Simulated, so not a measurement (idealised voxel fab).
process module | voxel wiring stack
cross-section cut | 220 nm wide | cells 5 nm
A cross-section is a grid of square cells, given in bands from the top down. A band is one or more rows of cells.
Each band's line starts with the height of the band's top and of its bottom, in nm. Then come its materials from left to right, each with its width in nm. One material with "throughout" fills the band from edge to edge. "air" is empty space.
Height 0 is the level under which the wafer as received is all one material. The lowest band goes on downwards, as in "0 down".
A width such as "30 to 40" changes by the same amount from each row of cells to the next, from the band's top row to its bottom row.
"no change" after a step means that no cell of the cross-section changed.
closed voids: empty space of 8 cells or more with no open way to the top, each as width x height at its distance from the left edge, in nm
after a step's settings: what the simulator itself notes on the step
overlay nm, on a step with a mask: how far to the right of its planned place the mask lay; to the left if negative
plan
1 op RECEIVE | material Si
2 op CONFORMAL_DEP | material SiO2 | thk nm 10
3 op CONFORMAL_DEP | material SiN | thk nm 5
4 op DIRECTIONAL_DEP | material lowk | thk nm 25
5 op MASKED_ETCH | tone open | mask id METAL_1 | width nm 25 | pitch nm 45 | etch materials lowk | depth nm 25 | overlay nm 0
6 op MASKED_ETCH | tone open | mask id METAL_1 | width nm 25 | pitch nm 45 | etch materials SiN | depth nm 5 | overlay nm 0
7 op CONFORMAL_DEP | material TiN | thk nm 5
8 op FILL_DEP | material Cu | thk nm 10
9 op CMP | height nm 40
10 op EPI | material Ru | thk nm 5
11 op FILL_DEP | material SiCN | thk nm 5
12 op DIRECTIONAL_DEP | material SiO2 | thk nm 10
13 op PATTERN | tone open | mask id PLUG_1 | material resist | width nm 15 | pitch nm 45 | thk nm 20 | overlay nm 0
14 op DIRECTIONAL_ETCH | etch materials SiO2 | depth nm 10
15 op DIRECTIONAL_ETCH | etch materials SiCN | depth nm 5
16 op STRIP | etch materials resist
17 op EPI | material Ru | thk nm 10
18 op EPI | material Ru | thk nm 5
19 op DIRECTIONAL_DEP | material TiN | thk nm 5
20 op DIRECTIONAL_DEP | material W | thk nm 15
21 op PATTERN | tone cover | mask id METAL_2 | material resist | width nm 25 | pitch nm 45 | thk nm 15 | overlay nm 0
22 op DIRECTIONAL_ETCH | etch materials W | depth nm 15
23 op DIRECTIONAL_ETCH | etch materials TiN | depth nm 5
24 op STRIP | etch materials resist
25 op FILL_DEP | material lowk | thk nm 10
26 op CMP | height nm 80
27 op CONFORMAL_DEP | material SiCN | thk nm 5
28 op DIRECTIONAL_DEP | material lowk | thk nm 20
29 op PATTERN | tone open | mask id PLUG_2 | material resist | width nm 15 | pitch nm 45 | thk nm 15 | overlay nm 0
30 op DIRECTIONAL_ETCH | etch materials lowk | depth nm 20
31 op DIRECTIONAL_ETCH | etch materials SiCN | depth nm 5
32 op STRIP | etch materials resist
33 op EPI | material Ru | thk nm 10
34 op EPI | material Ru | thk nm 10
35 op EPI | material Ru | thk nm 5
36 op CONFORMAL_DEP | material SiCN | thk nm 5
37 op DIRECTIONAL_DEP | material lowk | thk nm 25
38 op MASKED_ETCH | tone open | mask id METAL_3 | width nm 25 | pitch nm 45 | etch materials lowk | depth nm 25 | overlay nm 0
39 op MASKED_ETCH | tone open | mask id METAL_3 | width nm 25 | pitch nm 45 | etch materials SiCN | depth nm 5 | overlay nm 0
40 op CONFORMAL_DEP | material TiN | thk nm 5
41 op FILL_DEP | material Ru | thk nm 10
42 op CMP | height nm 135
43 op CONFORMAL_DEP | material SiCN | thk nm 5
44 op DIRECTIONAL_DEP | material lowk | thk nm 10
45 op MASKED_ETCH | tone open | mask id PLUG_3 | width nm 15 | pitch nm 90 | etch materials lowk | depth nm 10 | overlay nm 0
46 op MASKED_ETCH | tone open | mask id PLUG_3 | width nm 15 | pitch nm 90 | etch materials SiCN | depth nm 5 | overlay nm 0
47 op EPI | material Ru | thk nm 10
48 op EPI | material Ru | thk nm 5
49 op CONFORMAL_DEP | material SiN | thk nm 5
50 op DIRECTIONAL_DEP | material SiO2 | thk nm 25
51 op PATTERN | tone open | mask id METAL_4 | material resist | width nm 25 | pitch nm 45 | thk nm 20 | overlay nm -15
52 op DIRECTIONAL_ETCH | etch materials SiO2 | depth nm 25
53 op DIRECTIONAL_ETCH | etch materials SiN | depth nm 5
54 op STRIP | etch materials resist
55 op CONFORMAL_DEP | material TiN | thk nm 5
56 op FILL_DEP | material Cu | thk nm 10
57 op CMP | height nm 180
58 op EPI | material Ru | thk nm 5
59 op FILL_DEP | material SiCN | thk nm 5
varied across the wafers: overlay nm of step 51. The plan shows the first wafer's value. All wafers start alike
first wafer as received, after step 1
  0 down: Si throughout
  closed voids: none
first wafer at the end, after step 59
  190 to 185: SiCN throughout
  185 to 180: SiCN 10 | Ru 35 | SiCN 10 | Ru 35 | SiCN 10 | Ru 35 | SiCN 10 | Ru 35 | SiCN 40
  180 to 155: SiO2 15 | TiN 5 | Cu 15 | TiN 5 | SiO2 20 | TiN 5 | Cu 15 | TiN 5 | SiO2 20 | TiN 5 | Cu 15 | TiN 5 | SiO2 20 | TiN 5 | Cu 15 | TiN 5 | SiO2 45
  155 to 150: SiN 15 | TiN 25 | SiN 20 | TiN 25 | SiN 20 | TiN 25 | SiN 20 | TiN 25 | SiN 45
  150 to 140: lowk 30 | Ru 15 | lowk 75 | Ru 15 | lowk 85
  140 to 135: SiCN 30 | Ru 15 | SiCN 75 | Ru 15 | SiCN 85
  135 to 110: lowk 30 | TiN 5 | Ru 15 | TiN 5 | lowk 20 | TiN 5 | Ru 15 | TiN 5 | lowk 20 | TiN 5 | Ru 15 | TiN 5 | lowk 20 | TiN 5 | Ru 15 | TiN 5 | lowk 30
  110 to 105: SiCN 30 | TiN 25 | SiCN 20 | TiN 25 | SiCN 20 | TiN 25 | SiCN 20 | TiN 25 | SiCN 30
  105 to 85: lowk 30 | Ru 15 | lowk 30 | Ru 15 | lowk 30 | Ru 15 | lowk 30 | Ru 15 | lowk 40
  85 to 80: SiCN 30 | Ru 15 | SiCN 30 | Ru 15 | SiCN 30 | Ru 15 | SiCN 30 | Ru 15 | SiCN 40
  80 to 65: lowk 30 | W 25 | lowk 20 | W 25 | lowk 20 | W 25 | lowk 20 | W 25 | lowk 30
  65 to 60: lowk 30 | TiN 25 | lowk 20 | TiN 25 | lowk 20 | TiN 25 | lowk 20 | TiN 25 | lowk 30
  60 to 50: SiO2 30 | Ru 15 | SiO2 30 | Ru 15 | SiO2 30 | Ru 15 | SiO2 30 | Ru 15 | SiO2 40
  50 to 40: SiCN 30 to 25 | Ru 15 to 35 | SiCN 30 to 10 | Ru 15 to 35 | SiCN 30 to 10 | Ru 15 to 35 | SiCN 30 to 10 | Ru 15 to 35 | SiCN 40 to 25
  40 to 15: lowk 30 | TiN 5 | Cu 15 | TiN 5 | lowk 20 | TiN 5 | Cu 15 | TiN 5 | lowk 20 | TiN 5 | Cu 15 | TiN 5 | lowk 20 | TiN 5 | Cu 15 | TiN 5 | lowk 30
  15 to 10: SiN 30 | TiN 25 | SiN 20 | TiN 25 | SiN 20 | TiN 25 | SiN 20 | TiN 25 | SiN 30
  10 to 0: SiO2 throughout
  0 down: Si throughout
  closed voids: none
last wafer at the end
  190 to 185: SiCN throughout
  185 to 180: SiCN 40 | Ru 35 | SiCN 10 | Ru 35 | SiCN 10 | Ru 35 | SiCN 10 | Ru 35 | SiCN 10
  180 to 155: SiO2 45 | TiN 5 | Cu 15 | TiN 5 | SiO2 20 | TiN 5 | Cu 15 | TiN 5 | SiO2 20 | TiN 5 | Cu 15 | TiN 5 | SiO2 20 | TiN 5 | Cu 15 | TiN 5 | SiO2 15
  155 to 150: SiN 45 | TiN 25 | SiN 20 | TiN 25 | SiN 20 | TiN 25 | SiN 20 | TiN 25 | SiN 15
  150 to 140: lowk 30 | Ru 15 | lowk 75 | Ru 15 | lowk 85
  140 to 135: SiCN 30 | Ru 15 | SiCN 75 | Ru 15 | SiCN 85
  135 to 110: lowk 30 | TiN 5 | Ru 15 | TiN 5 | lowk 20 | TiN 5 | Ru 15 | TiN 5 | lowk 20 | TiN 5 | Ru 15 | TiN 5 | lowk 20 | TiN 5 | Ru 15 | TiN 5 | lowk 30
  110 to 105: SiCN 30 | TiN 25 | SiCN 20 | TiN 25 | SiCN 20 | TiN 25 | SiCN 20 | TiN 25 | SiCN 30
  105 to 85: lowk 30 | Ru 15 | lowk 30 | Ru 15 | lowk 30 | Ru 15 | lowk 30 | Ru 15 | lowk 40
  85 to 80: SiCN 30 | Ru 15 | SiCN 30 | Ru 15 | SiCN 30 | Ru 15 | SiCN 30 | Ru 15 | SiCN 40
  80 to 65: lowk 30 | W 25 | lowk 20 | W 25 | lowk 20 | W 25 | lowk 20 | W 25 | lowk 30
  65 to 60: lowk 30 | TiN 25 | lowk 20 | TiN 25 | lowk 20 | TiN 25 | lowk 20 | TiN 25 | lowk 30
  60 to 50: SiO2 30 | Ru 15 | SiO2 30 | Ru 15 | SiO2 30 | Ru 15 | SiO2 30 | Ru 15 | SiO2 40
  50 to 40: SiCN 30 to 25 | Ru 15 to 35 | SiCN 30 to 10 | Ru 15 to 35 | SiCN 30 to 10 | Ru 15 to 35 | SiCN 30 to 10 | Ru 15 to 35 | SiCN 40 to 25
  40 to 15: lowk 30 | TiN 5 | Cu 15 | TiN 5 | lowk 20 | TiN 5 | Cu 15 | TiN 5 | lowk 20 | TiN 5 | Cu 15 | TiN 5 | lowk 20 | TiN 5 | Cu 15 | TiN 5 | lowk 30
  15 to 10: SiN 30 | TiN 25 | SiN 20 | TiN 25 | SiN 20 | TiN 25 | SiN 20 | TiN 25 | SiN 30
  10 to 0: SiO2 throughout
  0 down: Si throughout
  closed voids: none
each wafer at the end: cells of each material gained (+) or lost (-) since it was received, then its closed voids
overlay nm -15 | +120 Cu | +230 Ru | +202 SiCN | +48 SiN | +272 SiO2 | +200 TiN | +60 W | +540 lowk | closed voids: none
overlay nm -10 | +120 Cu | +230 Ru | +202 SiCN | +48 SiN | +272 SiO2 | +200 TiN | +60 W | +540 lowk | closed voids: none
overlay nm -5 | +120 Cu | +230 Ru | +202 SiCN | +48 SiN | +272 SiO2 | +200 TiN | +60 W | +540 lowk | closed voids: none
overlay nm 0 | +120 Cu | +230 Ru | +202 SiCN | +48 SiN | +272 SiO2 | +200 TiN | +60 W | +540 lowk | closed voids: none
overlay nm 5 | +120 Cu | +230 Ru | +202 SiCN | +48 SiN | +272 SiO2 | +200 TiN | +60 W | +540 lowk | closed voids: none
overlay nm 10 | +120 Cu | +230 Ru | +202 SiCN | +48 SiN | +272 SiO2 | +200 TiN | +60 W | +540 lowk | closed voids: none
overlay nm 15 | +120 Cu | +230 Ru | +202 SiCN | +48 SiN | +272 SiO2 | +200 TiN | +60 W | +540 lowk | closed voids: none
